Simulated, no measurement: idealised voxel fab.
Presented below is a process module, voxel spacer lines.
Each square cell in cross-section cut measures 5 nm, and the section as a whole is 195 nm wide.
Cross-section format: a grid of square cells, given as bands from top to bottom; each band is one or more rows of cells. Each band's line starts with the height of the band's top and of its bottom, in nm. Then come its materials from left to right, each with its width in nm. One material with "all across" fills the band from edge to edge. "air" is empty space. The level at which height equals 0 is the one under which the wafer, as it arrives, is entirely one material. No lower edge exists for the bottom band, which continues downward and is notated as in "0 nm and below". The width entry "30 to 40" should be interpreted row by row: the top row of cells in the band takes the first number, the bottom row takes the second number, and the change between adjacent rows is uniform throughout. "identical to before" after a step means that no cell of the cross-section changed. Entry "Catalogued sealed voids" = empty spaces >= 8 cells with no open way to the top; each as width x height at distance, distance from left edge, all nm. What comes after the settings on a step's line is commentary from the simulator itself on that step. The setting "overlay nm" may be written on the line of a step. When the step uses a mask, the value reports how far to the right of the planned place the mask lay, and a negative value reports that it lay to the left.

[Listed below are the process steps as planned]
1 RECEIVE (material Si)
2 CONFORMAL_DEP (material Al2O3; thk nm 5)
3 DIRECTIONAL_DEP (material TiN; thk nm 15)
4 DIRECTIONAL_DEP (material polySi; thk nm 30)
5 PATTERN (tone cover; mask id MANDREL; material resist; width nm 20; pitch nm 70; thk nm 35; overlay nm 0)
6 DIRECTIONAL_ETCH (etch materials polySi; depth nm 30)
7 STRIP (etch materials resist)
8 CONFORMAL_DEP (material SiO2; thk nm 15)
9 DIRECTIONAL_ETCH (etch materials SiO2; depth nm 15)
10 STRIP (etch materials polySi)
11 DIRECTIONAL_ETCH (etch materials TiN; depth nm 15)
12 STRIP (etch materials SiO2)

[Below: the first of two wafers, run as planned]

[So this is the incoming wafer in cross-section - it's already been through step 1]
0 nm and below  Si all across
Catalogued sealed voids: none

[Cross-section of the wafer subsequent to step 2]
5 nm to 0 nm  Al2O3 all across
Heights below 0 show no change.

[Cross-section of the wafer subsequent to step 3]
20 nm to 5 nm  TiN all across
Heights below 5 show no change.

[Cross-section of the wafer subsequent to step 4]
50 nm to 20 nm  polySi all across
Heights below 20 show no change.

[Cross-section of the wafer subsequent to step 5]
85 nm to 50 nm  air (15), then resist (20), then air (50), then resist (20), then air (50), then resist (20), then air (20)
Heights below 50 show no change.

[Cross-section of the wafer subsequent to step 6]
85 nm to 50 nm  air (15), then resist (20), then air (50), then resist (20), then air (50), then resist (20), then air (20)
50 nm to 20 nm  air (15), then polySi (20), then air (50), then polySi (20), then air (50), then polySi (20), then air (20)
Heights below 20 show no change.

[Cross-section of the wafer subsequent to step 7]
50 nm to 20 nm  air (15), then polySi (20), then air (50), then polySi (20), then air (50), then polySi (20), then air (20)
Heights below 20 show no change.

[Cross-section of the wafer subsequent to step 8]
65 nm to 50 nm  SiO2 (50), then air (20), then SiO2 (50), then air (20), then SiO2 (50), then air (5)
50 nm to 35 nm  SiO2 (15), then polySi (20), then SiO2 (15), then air (20), then SiO2 (15), then polySi (20), then SiO2 (15), then air (20), then SiO2 (15), then polySi (20), then SiO2 (15), then air (5)
35 nm to 20 nm  SiO2 (15), then polySi (20), then SiO2 (50), then polySi (20), then SiO2 (50), then polySi (20), then SiO2 (20)
Heights below 20 show no change.

[Cross-section of the wafer subsequent to step 9]
50 nm to 20 nm  SiO2 (15), then polySi (20), then SiO2 (15), then air (20), then SiO2 (15), then polySi (20), then SiO2 (15), then air (20), then SiO2 (15), then polySi (20), then SiO2 (15), then air (5)
Heights below 20 show no change.

[Cross-section of the wafer subsequent to step 10]
50 nm to 20 nm  SiO2 (15), then air (20), then SiO2 (15), then air (20), then SiO2 (15), then air (20), then SiO2 (15), then air (20), then SiO2 (15), then air (20), then SiO2 (15), then air (5)
Heights below 20 show no change.

[Cross-section of the wafer subsequent to step 11]
50 nm to 20 nm  SiO2 (15), then air (20), then SiO2 (15), then air (20), then SiO2 (15), then air (20), then SiO2 (15), then air (20), then SiO2 (15), then air (20), then SiO2 (15), then air (5)
20 nm to 5 nm  TiN (15), then air (20), then TiN (15), then air (20), then TiN (15), then air (20), then TiN (15), then air (20), then TiN (15), then air (20), then TiN (15), then air (5)
Heights below 5 show no change.

[Cross-section of the wafer subsequent to step 12]
20 nm to 5 nm  TiN (15), then air (20), then TiN (15), then air (20), then TiN (15), then air (20), then TiN (15), then air (20), then TiN (15), then air (20), then TiN (15), then air (5)
Heights below 5 show no change.

[The second wafer was prepared from the same starting point and under the same plan as the first; its processing contained one mistake, and it remains indistinguishable from the first wafer up to and including step 2]

[Cross-section, second wafer, at the end time the plan gives for step 3]
35 nm to 5 nm  TiN all across
Heights below 5 show no change.

[Cross-section, second wafer, at the end time the plan gives for step 4]
65 nm to 35 nm  polySi all across
Heights below 35 show no change.

[Cross-section, second wafer, at the end time the plan gives for step 5]
100 nm to 65 nm  air (15), then resist (20), then air (50), then resist (20), then air (50), then resist (20), then air (20)
Heights below 65 show no change.

[Cross-section, second wafer, at the end time the plan gives for step 6]
100 nm to 65 nm  air (15), then resist (20), then air (50), then resist (20), then air (50), then resist (20), then air (20)
65 nm to 35 nm  air (15), then polySi (20), then air (50), then polySi (20), then air (50), then polySi (20), then air (20)
Heights below 35 show no change.

[Cross-section, second wafer, at the end time the plan gives for step 7]
65 nm to 35 nm  air (15), then polySi (20), then air (50), then polySi (20), then air (50), then polySi (20), then air (20)
Heights below 35 show no change.

[Cross-section, second wafer, at the end time the plan gives for step 8]
80 nm to 65 nm  SiO2 (50), then air (20), then SiO2 (50), then air (20), then SiO2 (50), then air (5)
65 nm to 50 nm  SiO2 (15), then polySi (20), then SiO2 (15), then air (20), then SiO2 (15), then polySi (20), then SiO2 (15), then air (20), then SiO2 (15), then polySi (20), then SiO2 (15), then air (5)
50 nm to 35 nm  SiO2 (15), then polySi (20), then SiO2 (50), then polySi (20), then SiO2 (50), then polySi (20), then SiO2 (20)
Heights below 35 show no change.

[Cross-section, second wafer, at the end time the plan gives for step 9]
65 nm to 35 nm  SiO2 (15), then polySi (20), then SiO2 (15), then air (20), then SiO2 (15), then polySi (20), then SiO2 (15), then air (20), then SiO2 (15), then polySi (20), then SiO2 (15), then air (5)
Heights below 35 show no change.

[Cross-section, second wafer, at the end time the plan gives for step 10]
65 nm to 35 nm  SiO2 (15), then air (20), then SiO2 (15), then air (20), then SiO2 (15), then air (20), then SiO2 (15), then air (20), then SiO2 (15), then air (20), then SiO2 (15), then air (5)
Heights below 35 show no change.

[Cross-section, second wafer, at the end time the plan gives for step 11]
65 nm to 35 nm  SiO2 (15), then air (20), then SiO2 (15), then air (20), then SiO2 (15), then air (20), then SiO2 (15), then air (20), then SiO2 (15), then air (20), then SiO2 (15), then air (5)
35 nm to 20 nm  TiN (15), then air (20), then TiN (15), then air (20), then TiN (15), then air (20), then TiN (15), then air (20), then TiN (15), then air (20), then TiN (15), then air (5)
Heights below 20 show no change.

[Cross-section, second wafer, at the end time the plan gives for step 12]
35 nm to 20 nm  TiN (15), then air (20), then TiN (15), then air (20), then TiN (15), then air (20), then TiN (15), then air (20), then TiN (15), then air (20), then TiN (15), then air (5)
Heights below 20 show no change.
What broke from the plan during processing? yeah, plan step 3 got run twice
Wafer comparison, final, in cells, second relative to first, materials more or fewer: +117 TiN
